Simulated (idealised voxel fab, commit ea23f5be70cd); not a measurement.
Title: Process Module voxel double patterning
It is cross-section cut that appears here, measuring 200 nm in width, its square cells being 5 nm in size.
Cross-section layout: square cells on a grid; listed as bands, top to bottom; a band spans one or more cell rows. This entry defines a band. It first specifies the height of the band's top and the height of its bottom in nm, and then specifies the band's materials from left to right, stating each material with its width in nm. The word "throughout" identifies a single material that fills the band from edge to edge, while the word "blank" identifies empty space. Height reference: 0 = level under which incoming wafer is all one material. Lowest band: no bottom, runs on downward, e.g. "top 0, no bottom". The expression "30..40" gives the width at the extremes of the band, the first number at its top row of cells and the second at its bottom row, with the width changing by equal amounts from each row to the next in between. "nothing different" for a step: no cell of the cross-section changed in that step. "Tabulated closed voids" - sealed voids, min. 8 cells, no opening to top; format: width x height at distance (distance from left edge; nm throughout). What comes after the settings on a step's line is commentary from the simulator itself on that step. "overlay nm" answers the question of how far to the right of plan the mask lay on a step that has a mask, and when it is negative the answer is to the left.
-- Process steps - plan
1 RECEIVE, material Si
2 CONFORMAL_DEP, material SiO2, thk nm 10
3 DIRECTIONAL_DEP, material polySi, thk nm 20
4 DIRECTIONAL_DEP, material SiN, thk nm 5
5 MASKED_ETCH, tone open, mask id FIRST, width nm 15, pitch nm 50, etch materials SiN, depth nm 5, overlay nm 0
6 PATTERN, tone open, mask id SECOND, material resist, width nm 15, pitch nm 50, thk nm 15, overlay nm 0
7 DIRECTIONAL_ETCH, etch materials SiN, depth nm 5
8 STRIP, etch materials resist
9 DIRECTIONAL_ETCH, etch materials polySi, depth nm 20
10 STRIP, etch materials SiN
-- What follows covers the first of two wafers; it ran as planned
-- Cross-section of the wafer as it came to us, i.e., already through step 1
top 0, no bottom  Si throughout
Tabulated closed voids: none
-- Wafer section view after processing step 2
top 10, bottom 0  SiO2 throughout
Note: structure below 0 unchanged.
-- Wafer section view after processing step 3
top 30, bottom 10  polySi throughout
Note: structure below 10 unchanged.
-- Wafer section view after processing step 4
top 35, bottom 30  SiN throughout
Note: structure below 30 unchanged.
-- Wafer section view after processing step 5
top 35, bottom 30  SiN (40) / blank (15) / SiN (35) / blank (15) / SiN (35) / blank (15) / SiN (45)
Note: structure below 30 unchanged.
-- Wafer section view after processing step 6
top 50, bottom 35  resist (65) / blank (15) / resist (35) / blank (15) / resist (70)
top 35, bottom 30  SiN (40) / resist (15) / SiN (35) / resist (15) / SiN (35) / resist (15) / SiN (45)
Note: structure below 30 unchanged.
-- Wafer section view after processing step 7
top 50, bottom 35  resist (65) / blank (15) / resist (35) / blank (15) / resist (70)
top 35, bottom 30  SiN (40) / resist (15) / SiN (10) / blank (15) / SiN (10) / resist (15) / SiN (10) / blank (15) / SiN (10) / resist (15) / SiN (45)
Note: structure below 30 unchanged.
-- Wafer section view after processing step 8
top 35, bottom 30  SiN (40) / blank (15) / SiN (10) / blank (15) / SiN (10) / blank (15) / SiN (10) / blank (15) / SiN (10) / blank (15) / SiN (45)
Note: structure below 30 unchanged.
-- Wafer section view after processing step 9
top 35, bottom 30  SiN (40) / blank (15) / SiN (10) / blank (15) / SiN (10) / blank (15) / SiN (10) / blank (15) / SiN (10) / blank (15) / SiN (45)
top 30, bottom 10  polySi (40) / blank (15) / polySi (10) / blank (15) / polySi (10) / blank (15) / polySi (10) / blank (15) / polySi (10) / blank (15) / polySi (45)
Note: structure below 10 unchanged.
-- Wafer section view after processing step 10
top 30, bottom 10  polySi (40) / blank (15) / polySi (10) / blank (15) / polySi (10) / blank (15) / polySi (10) / blank (15) / polySi (10) / blank (15) / polySi (45)
Note: structure below 10 unchanged.
-- The Second Wafer: Common Origin and Plan, One Mistake in Execution, Identical to the First Through Step 8
-- Cross-section of the second wafer at the time step 9 of the plan should have ended
top 35, bottom 30  SiN (40) / blank (15) / SiN (10) / blank (15) / SiN (10) / blank (15) / SiN (10) / blank (15) / SiN (10) / blank (15) / SiN (45)
top 30, bottom 20  polySi (40) / blank (15) / polySi (10) / blank (15) / polySi (10) / blank (15) / polySi (10) / blank (15) / polySi (10) / blank (15) / polySi (45)
Note: structure below 20 unchanged.
-- Cross-section of the second wafer at the time step 10 of the plan should have ended
top 30, bottom 20  polySi (40) / blank (15) / polySi (10) / blank (15) / polySi (10) / blank (15) / polySi (10) / blank (15) / polySi (10) / blank (15) / polySi (45)
Note: structure below 20 unchanged.
The mistake made against the process plan was this: off-plan run, step 9, actual operation and settings DIRECTIONAL_ETCH, etch materials polySi, depth nm 10
The final cell counts differ between the wafers, with the second having more or fewer of some materials than the first: +30 polySi
